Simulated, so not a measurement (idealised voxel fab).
Herein follows the process module entitled voxel self aligned vias.
Shown is cross-section cut, with a width of 285 nm and square cells of size 5 nm.
If you're reading a cross-section in this doc, picture square cells in a grid; it comes to you as bands, top ones listed first down to the bottom, and a band can be one or more rows of cells.
Top height, bottom height, nm. Materials left to right, width each, nm. Single material + "all across" = fills band edge to edge. "air" = empty.
Where do heights start? At 0: under that level the wafer as delivered is made of one material only. And the lowest band has no floor; it just carries on downward, as in "0 and below".
A width given as "30..40" starts at the first number in the band's top row and ends at the second number in its bottom row, shifting by an equal amount at every step from row to row.
"no alteration" means the step left every cell of the cross-section as it was.
"Sealed cavities" means: voids of 8 cells or more that are shut off from the top with no open way through. Written width x height at distance, distance from the left edge, in nm.
Anything after a step's settings on that line? It's the simulator's own note about the step.
For masked steps, "overlay nm" on the step line gives how far right of plan the mask actually lay; a minus sign means it lay to the left.
The process steps that were planned are listed below:
1 op RECEIVE | material Si
2 op CONFORMAL_DEP | material SiO2 | thk nm 15
3 op CONFORMAL_DEP | material SiCN | thk nm 5
4 op DIRECTIONAL_DEP | material lowk | thk nm 30
5 op DIRECTIONAL_DEP | material aC | thk nm 10
6 op PATTERN | tone open | mask id LINES | material resist | width nm 20 | pitch nm 60 | thk nm 30 | overlay nm 0
7 op DIRECTIONAL_ETCH | etch materials aC | depth nm 10
8 op STRIP | etch materials resist
9 op DIRECTIONAL_ETCH | etch materials lowk | depth nm 30
10 op STRIP | etch materials aC
11 op CONFORMAL_DEP | material TiN | thk nm 5
12 op FILL_DEP | material W | thk nm 10
13 op CMP | height nm 50
14 op SELECTIVE_ETCH | etch materials W Ru TiN | depth nm 10
15 op FILL_DEP | material SiN | thk nm 10
16 op CMP | height nm 50
17 op DIRECTIONAL_DEP | material lowk | thk nm 15
18 op PATTERN | tone open | mask id VIAS | material resist | width nm 40 | thk nm 15 | overlay nm 0
19 op DIRECTIONAL_ETCH | etch materials lowk | depth nm 15
20 op DIRECTIONAL_ETCH | etch materials SiN | depth nm 10
21 op STRIP | etch materials resist
22 op CONFORMAL_DEP | material TiN | thk nm 5
23 op FILL_DEP | material W | thk nm 5
24 op CMP | height nm 65
25 op CONFORMAL_DEP | material SiN | thk nm 5
Cross-section of the wafer upon arrival, representing the state reached after step 1:
* 0 and below = Si all across
* Sealed cavities: none
Below is the wafer in cross-section after the module was completed. It began from the starting point shown above and followed the plan shown above, except that one mistake was made while running it:
* 70 down to 65 = SiN all across
* 65 down to 55 = lowk 90 nm / TiN 5 nm / W 30 nm / TiN 5 nm / lowk 155 nm
* 55 down to 50 = lowk 90 nm / TiN 20 nm / W 5 nm / TiN 15 nm / lowk 155 nm
* 50 down to 45 = lowk 105 nm / TiN 5 nm / W 5 nm / TiN 5 nm / lowk 45 nm / SiN 15 nm / lowk 105 nm
* 45 down to 40 = lowk 105 nm / TiN 15 nm / lowk 45 nm / SiN 15 nm / lowk 105 nm
* 40 down to 25 = lowk 105 nm / TiN 5 nm / W 5 nm / TiN 5 nm / lowk 45 nm / TiN 5 nm / W 5 nm / TiN 5 nm / lowk 105 nm
* 25 down to 20 = lowk 105 nm / TiN 15 nm / lowk 45 nm / TiN 15 nm / lowk 105 nm
* 20 down to 15 = SiCN all across
* 15 down to 0 = SiO2 all across
* 0 and below = Si all across
* Sealed cavities: none
Heads up, the wafer didn't run the way we planned it: step 6 was processed under conditions differing from the plan, specifically as op PATTERN | tone open | mask id LINES | material resist | width nm 15 | pitch nm 60 | thk nm 30 | overlay nm 0
